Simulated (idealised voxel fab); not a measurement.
The process module presented herein is designated voxel wiring stack.
The width of the displayed cross-section, cut, is 265 nm; its cells are square, with a size of 5 nm.
Cross-section layout: square cells on a grid; listed as bands, top to bottom; a band spans one or more cell rows. The band entry comprises the height of the band's top followed by the height of its bottom, expressed in nm, and subsequently the band's materials from left to right, each stated together with its width in nm. Where a single material is marked with the word "everywhere", that material fills the band from edge to edge. The word "air" represents empty space. Height 0 is the level under which the wafer as received is all one material. The lowest band goes on downwards, as in "0 and below". A two-number width, for instance "30->40", indicates that the width is equal to the first number in the top row of the band and to the second number in the bottom row, and that it changes by a constant amount per row of cells. What does "no change" mean for a step? It means no cell of the cross-section changed in that step. The entry titled "Trapped void list" provides the empty spaces that have no open way to the top, restricted to those of 8 cells or more. Each is presented as width x height at distance, the distance being measured from the left edge, with all three in nm. Past the settings on a step's line: simulator remark, on that step. When a step includes a mask, the "overlay nm" setting on its line states how far to the right of its planned place that mask lay, and negative values state how far to the left.

THIS SECTION LISTS THE PROCESS STEPS THAT WERE PLANNED
1: RECEIVE (material Si)
2: CONFORMAL_DEP (material SiO2; thk nm 10)
3: DIRECTIONAL_DEP (material TiN; thk nm 5)
4: DIRECTIONAL_DEP (material Ru; thk nm 20)
5: MASKED_ETCH (tone cover; mask id METAL_1; width nm 30; pitch nm 50; etch materials Ru; depth nm 20; overlay nm 0)
6: MASKED_ETCH (tone cover; mask id METAL_1; width nm 30; pitch nm 50; etch materials TiN; depth nm 5; overlay nm 0)
7: FILL_DEP (material SiO2; thk nm 5)
8: CMP (height nm 40)
9: CONFORMAL_DEP (material SiCN; thk nm 5)
10: DIRECTIONAL_DEP (material lowk; thk nm 15)
11: MASKED_ETCH (tone open; mask id PLUG_1; width nm 15; pitch nm 100; etch materials lowk; depth nm 15; overlay nm 0)
12: MASKED_ETCH (tone open; mask id PLUG_1; width nm 15; pitch nm 100; etch materials SiCN; depth nm 5; overlay nm 0)
13: CONFORMAL_DEP (material TiN; thk nm 5)
14: FILL_DEP (material Cu; thk nm 10)
15: CMP (height nm 60)
16: DIRECTIONAL_DEP (material TiN; thk nm 5)
17: DIRECTIONAL_DEP (material Ru; thk nm 15)
18: DIRECTIONAL_DEP (material aC; thk nm 15)
19: PATTERN (tone cover; mask id METAL_2; material resist; width nm 30; pitch nm 50; thk nm 30; overlay nm 0)
20: DIRECTIONAL_ETCH (etch materials aC; depth nm 15)
21: STRIP (etch materials resist)
22: DIRECTIONAL_ETCH (etch materials Ru; depth nm 15)
23: DIRECTIONAL_ETCH (etch materials TiN; depth nm 5)
24: STRIP (etch materials aC)
25: CONFORMAL_DEP (material SiCN; thk nm 5)
26: FILL_DEP (material lowk; thk nm 5)
27: CMP (height nm 80)
28: CONFORMAL_DEP (material SiCN; thk nm 5)
29: DIRECTIONAL_DEP (material SiO2; thk nm 15)
30: MASKED_ETCH (tone open; mask id PLUG_2; width nm 15; pitch nm 100; etch materials SiO2; depth nm 15; overlay nm 0)
31: MASKED_ETCH (tone open; mask id PLUG_2; width nm 15; pitch nm 100; etch materials SiCN; depth nm 5; overlay nm 0)
32: EPI (material Ru; thk nm 10)
33: EPI (material Ru; thk nm 10)
34: DIRECTIONAL_DEP (material TiN; thk nm 5)
35: DIRECTIONAL_DEP (material Ru; thk nm 20)
36: MASKED_ETCH (tone cover; mask id METAL_3; width nm 30; pitch nm 50; etch materials Ru; depth nm 20; overlay nm 0)
37: MASKED_ETCH (tone cover; mask id METAL_3; width nm 30; pitch nm 50; etch materials TiN; depth nm 5; overlay nm 0)
38: FILL_DEP (material SiO2; thk nm 5)
39: CMP (height nm 125)
40: CONFORMAL_DEP (material SiCN; thk nm 5)
41: DIRECTIONAL_DEP (material lowk; thk nm 15)
42: MASKED_ETCH (tone open; mask id PLUG_3; width nm 15; pitch nm 50; etch materials lowk; depth nm 15; overlay nm 0)
43: MASKED_ETCH (tone open; mask id PLUG_3; width nm 15; pitch nm 50; etch materials SiCN; depth nm 5; overlay nm 0)
44: EPI (material Ru; thk nm 10)
45: EPI (material Ru; thk nm 10)
46: CONFORMAL_DEP (material SiN; thk nm 5)
47: DIRECTIONAL_DEP (material lowk; thk nm 15)
48: MASKED_ETCH (tone open; mask id METAL_4; width nm 30; pitch nm 50; etch materials lowk; depth nm 15; overlay nm 0)
49: MASKED_ETCH (tone open; mask id METAL_4; width nm 30; pitch nm 50; etch materials SiN; depth nm 5; overlay nm 0)
50: CONFORMAL_DEP (material TiN; thk nm 5)
51: FILL_DEP (material Ru; thk nm 10)
52: CMP (height nm 165)
53: CONFORMAL_DEP (material SiCN; thk nm 5)
Quick note for whoever runs this: the wafers start identical, but the thk nm at step 2 isn't the same across them. The plan just shows what the first wafer had.

AS-RECEIVED CROSS-SECTION, FIRST OF SEVERAL WAFERS, POST STEP 1
> 0 and below | Si everywhere
> Trapped void list: none

FIRST OF SEVERAL WAFERS: CROSS-SECTION AT THE END OF THE MODULE, AFTER STEP 53, ITS LAST STEP
> 170 down to 165 | SiCN everywhere
> 165 down to 150 | lowk 40 nm, TiN 5 nm, Ru 20 nm, TiN 5 nm, lowk 20 nm, TiN 5 nm, Ru 20 nm, TiN 5 nm, lowk 20 nm, TiN 5 nm, Ru 20 nm, TiN 5 nm, lowk 20 nm, TiN 5 nm, Ru 20 nm, TiN 5 nm, lowk 45 nm
> 150 down to 145 | SiN 40 nm, TiN 30 nm, SiN 20 nm, TiN 30 nm, SiN 20 nm, TiN 30 nm, SiN 20 nm, TiN 30 nm, SiN 45 nm
> 145 down to 130 | lowk 40 nm, Ru 15 nm, lowk 35 nm, Ru 15 nm, lowk 35 nm, Ru 15 nm, lowk 35 nm, Ru 15 nm, lowk 60 nm
> 130 down to 125 | SiCN 40 nm, Ru 15 nm, SiCN 35 nm, Ru 15 nm, SiCN 35 nm, Ru 15 nm, SiCN 35 nm, Ru 15 nm, SiCN 60 nm
> 125 down to 105 | SiO2 40 nm, Ru 30 nm, SiO2 20 nm, Ru 30 nm, SiO2 20 nm, Ru 30 nm, SiO2 20 nm, Ru 30 nm, SiO2 45 nm
> 105 down to 100 | SiO2 40 nm, TiN 30 nm, SiO2 20 nm, TiN 30 nm, SiO2 20 nm, TiN 30 nm, SiO2 20 nm, TiN 30 nm, SiO2 45 nm
> 100 down to 85 | SiO2 40 nm, Ru 15 nm, SiO2 85 nm, Ru 15 nm, SiO2 110 nm
> 85 down to 80 | SiCN 40 nm, Ru 15 nm, SiCN 85 nm, Ru 15 nm, SiCN 110 nm
> 80 down to 65 | lowk 35 nm, SiCN 5 nm, Ru 30 nm, SiCN 5 nm, lowk 10 nm, SiCN 5 nm, Ru 30 nm, SiCN 5 nm, lowk 10 nm, SiCN 5 nm, Ru 30 nm, SiCN 5 nm, lowk 10 nm, SiCN 5 nm, Ru 30 nm, SiCN 5 nm, lowk 40 nm
> 65 down to 60 | SiCN 40 nm, TiN 30 nm, SiCN 20 nm, TiN 30 nm, SiCN 20 nm, TiN 30 nm, SiCN 20 nm, TiN 30 nm, SiCN 45 nm
> 60 down to 45 | lowk 40 nm, TiN 5 nm, Cu 5 nm, TiN 5 nm, lowk 85 nm, TiN 5 nm, Cu 5 nm, TiN 5 nm, lowk 110 nm
> 45 down to 40 | SiCN 40 nm, TiN 15 nm, SiCN 85 nm, TiN 15 nm, SiCN 110 nm
> 40 down to 35 | SiO2 everywhere
> 35 down to 15 | SiO2 40 nm, Ru 30 nm, SiO2 20 nm, Ru 30 nm, SiO2 20 nm, Ru 30 nm, SiO2 20 nm, Ru 30 nm, SiO2 45 nm
> 15 down to 10 | SiO2 40 nm, TiN 30 nm, SiO2 20 nm, TiN 30 nm, SiO2 20 nm, TiN 30 nm, SiO2 20 nm, TiN 30 nm, SiO2 45 nm
> 10 down to 0 | SiO2 everywhere
> 0 and below | Si everywhere
> Trapped void list: none

THE FINAL WAFER, SECTIONED AT MODULE END
> 170 down to 165 | SiCN everywhere
> 165 down to 150 | lowk 40 nm, TiN 5 nm, Ru 20 nm, TiN 5 nm, lowk 20 nm, TiN 5 nm, Ru 20 nm, TiN 5 nm, lowk 20 nm, TiN 5 nm, Ru 20 nm, TiN 5 nm, lowk 20 nm, TiN 5 nm, Ru 20 nm, TiN 5 nm, lowk 45 nm
> 150 down to 145 | SiN 40 nm, TiN 30 nm, SiN 20 nm, TiN 30 nm, SiN 20 nm, TiN 30 nm, SiN 20 nm, TiN 30 nm, SiN 45 nm
> 145 down to 130 | lowk 40 nm, Ru 15 nm, lowk 35 nm, Ru 15 nm, lowk 35 nm, Ru 15 nm, lowk 35 nm, Ru 15 nm, lowk 60 nm
> 130 down to 125 | SiCN 40 nm, Ru 15 nm, SiCN 35 nm, Ru 15 nm, SiCN 35 nm, Ru 15 nm, SiCN 35 nm, Ru 15 nm, SiCN 60 nm
> 125 down to 105 | SiO2 40 nm, Ru 30 nm, SiO2 20 nm, Ru 30 nm, SiO2 20 nm, Ru 30 nm, SiO2 20 nm, Ru 30 nm, SiO2 45 nm
> 105 down to 100 | SiO2 40 nm, TiN 30 nm, SiO2 20 nm, TiN 30 nm, SiO2 20 nm, TiN 30 nm, SiO2 20 nm, TiN 30 nm, SiO2 45 nm
> 100 down to 85 | SiO2 40 nm, Ru 15 nm, SiO2 85 nm, Ru 15 nm, SiO2 110 nm
> 85 down to 80 | SiCN 40 nm, Ru 15 nm, SiCN 85 nm, Ru 15 nm, SiCN 110 nm
> 80 down to 65 | lowk 35 nm, SiCN 5 nm, Ru 30 nm, SiCN 5 nm, lowk 10 nm, SiCN 5 nm, Ru 30 nm, SiCN 5 nm, lowk 10 nm, SiCN 5 nm, Ru 30 nm, SiCN 5 nm, lowk 10 nm, SiCN 5 nm, Ru 30 nm, SiCN 5 nm, lowk 40 nm
> 65 down to 60 | SiCN 40 nm, TiN 30 nm, SiCN 20 nm, TiN 30 nm, SiCN 20 nm, TiN 30 nm, SiCN 20 nm, TiN 30 nm, SiCN 45 nm
> 60 down to 45 | lowk 40 nm, TiN 5 nm, Cu 5 nm, TiN 5 nm, lowk 85 nm, TiN 5 nm, Cu 5 nm, TiN 5 nm, lowk 110 nm
> 45 down to 40 | SiCN 40 nm, TiN 15 nm, SiCN 85 nm, TiN 15 nm, SiCN 110 nm
> 40 down to 35 | SiO2 40 nm, Ru 30 nm, SiO2 20 nm, Ru 30 nm, SiO2 20 nm, Ru 30 nm, SiO2 20 nm, Ru 30 nm, SiO2 45 nm
> 35 down to 30 | SiO2 40 nm, TiN 30 nm, SiO2 20 nm, TiN 30 nm, SiO2 20 nm, TiN 30 nm, SiO2 20 nm, TiN 30 nm, SiO2 45 nm
> 30 down to 0 | SiO2 everywhere
> 0 and below | Si everywhere
> Trapped void list: none

BELOW, A ROW FOR EVERY WAFER. READ IT AS THE END-OF-MODULE PICTURE: FOR EACH MATERIAL THE WAFER SHOWS ITS CELLS GAINED (+) OR LOST (-) SINCE IT WAS RECEIVED, AND THEN ITS CLOSED VOIDS
thk nm 10 | +6 Cu | +384 Ru | +241 SiCN | +29 SiN | +590 SiO2 | +138 TiN | +414 lowk | Trapped void list: none
thk nm 15 | +6 Cu | +384 Ru | +241 SiCN | +29 SiN | +590 SiO2 | +138 TiN | +414 lowk | Trapped void list: none
thk nm 20 | +6 Cu | +360 Ru | +241 SiCN | +29 SiN | +614 SiO2 | +138 TiN | +414 lowk | Trapped void list: none
thk nm 25 | +6 Cu | +336 Ru | +241 SiCN | +29 SiN | +638 SiO2 | +138 TiN | +414 lowk | Trapped void list: none
thk nm 30 | +6 Cu | +312 Ru | +241 SiCN | +29 SiN | +662 SiO2 | +138 TiN | +414 lowk | Trapped void list: none
